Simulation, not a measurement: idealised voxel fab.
The process module presented herein is designated voxel gate over fins.
Cross-sectional view cut (width: 250 nm; square cell size: 5 nm).
Think of the cross-section as a grid of square cells. We describe it in bands, top to bottom, and each band covers one or more rows of those cells. The band entry comprises the height of the band's top followed by the height of its bottom, expressed in nm, and subsequently the band's materials from left to right, each stated together with its width in nm. Where a single material is marked with the word "all across", that material fills the band from edge to edge. The word "air" represents empty space. It should be noted that heights are counted from 0, beneath which the wafer as supplied is of one material throughout, and that the lowest band possesses no lower boundary but continues downward, as written in "top 0, no bottom". The two numbers in a width such as "30..40" mark its ends across the band: the first belongs to the top row of cells, the second to the bottom row, and from each row to the next the width moves by the same amount. "no modification" for a step: no cell of the cross-section changed in that step. Entry "Completely sealed voids" = empty spaces >= 8 cells with no open way to the top; each as width x height at distance, distance from left edge, all nm. Formally, on a step line, whatever follows the settings is a remark that the simulator itself makes on the step. overlay nm: mask right of planned place by this much (step with mask). Neg. = left.
-- Below is the list of planned process steps
1,RECEIVE with material Si
2,CONFORMAL_DEP with material SiN, thk nm 5
3,MASKED_ETCH with tone cover, mask id FINS, width nm 15, pitch nm 35, etch materials SiN, depth nm 5, overlay nm 0
4,MASKED_ETCH with tone cover, mask id FINS, width nm 15, pitch nm 35, etch materials Si, depth nm 35, overlay nm 0
5,OXIDIZE with depth nm 5
6,FILL_DEP with material SiO2, thk nm 10
7,CMP with height nm 5
8,SELECTIVE_ETCH with etch materials SiO2, depth nm 15
9,STRIP with etch materials SiN
10,CONFORMAL_DEP with material HfO2, thk nm 5
11,CONFORMAL_DEP with material TiN, thk nm 5
12,CONFORMAL_DEP with material TiAl, thk nm 5
13,CONFORMAL_DEP with material TiN, thk nm 5
14,FILL_DEP with material W, thk nm 10
15,CMP with height nm 25
16,CONFORMAL_DEP with material SiN, thk nm 10
-- as received, after step 1
* top 0, no bottom | Si all across
* Completely sealed voids: none
-- Wafer cross-section at module end: first of two, run to plan
* top 35, bottom 25 | SiN all across
* top 25, bottom 20 | W all across
* top 20, bottom 15 | 85 W, 80 TiN, 85 W
* top 15, bottom 10 | 85 W, 5 TiN, 70 TiAl, 5 TiN, 85 W
* top 10, bottom 5 | 90 TiN, 5 TiAl, 25 TiN, 10 TiAl, 25 TiN, 5 TiAl, 90 TiN
* top 5, bottom 0 | 95 TiAl, 5 TiN, 15 HfO2, 5 TiN, 10 TiAl, 5 TiN, 15 HfO2, 5 TiN, 95 TiAl
* top 0, bottom -5 | 100 TiN, 5 HfO2, 5 Si, 5 HfO2, 20 TiN, 5 HfO2, 5 Si, 5 HfO2, 100 TiN
* top -5, bottom -10 | 105 HfO2, 5 Si, 30 HfO2, 5 Si, 105 HfO2
* top -10, bottom -40 | 105 SiO2, 5 Si, 30 SiO2, 5 Si, 105 SiO2
* top -40, no bottom | Si all across
* Completely sealed voids: none
-- The second wafer, shown in cross-section after the module: started the same way as the first and given the same plan, yet one mistake crept into how it was run
* top 35, bottom 25 | SiN all across
* top 25, bottom 20 | W all across
* top 20, bottom 15 | 85 W, 85 TiN, 80 W
* top 15, bottom 10 | 85 W, 5 TiN, 75 TiAl, 5 TiN, 80 W
* top 10, bottom 5 | 90 TiN, 5 TiAl, 30 TiN, 5 TiAl, 30 TiN, 5 TiAl, 85 TiN
* top 5, bottom 0 | 95 TiAl, 5 TiN, 20 HfO2, 5 TiN, 5 TiAl, 5 TiN, 20 HfO2, 5 TiN, 90 TiAl
* top 0, bottom -5 | 100 TiN, 5 HfO2, 10 Si, 5 HfO2, 15 TiN, 5 HfO2, 10 Si, 5 HfO2, 95 TiN
* top -5, bottom -10 | 105 HfO2, 10 Si, 25 HfO2, 10 Si, 100 HfO2
* top -10, bottom -40 | 105 SiO2, 10 Si, 25 SiO2, 10 Si, 100 SiO2
* top -40, no bottom | Si all across
* Completely sealed voids: none
What was the processing mistake? heads up, step 3 didn't go per plan, it actually ran as MASKED_ETCH with tone cover, mask id FINS, width nm 20, pitch nm 35, etch materials SiN, depth nm 5, overlay nm 0
The closing comparison, in cells, has the second wafer with more or fewer of some materials than the first: Si: 16 more, SiO2: 12 fewer, TiAl: 2 fewer, W: 2 fewer
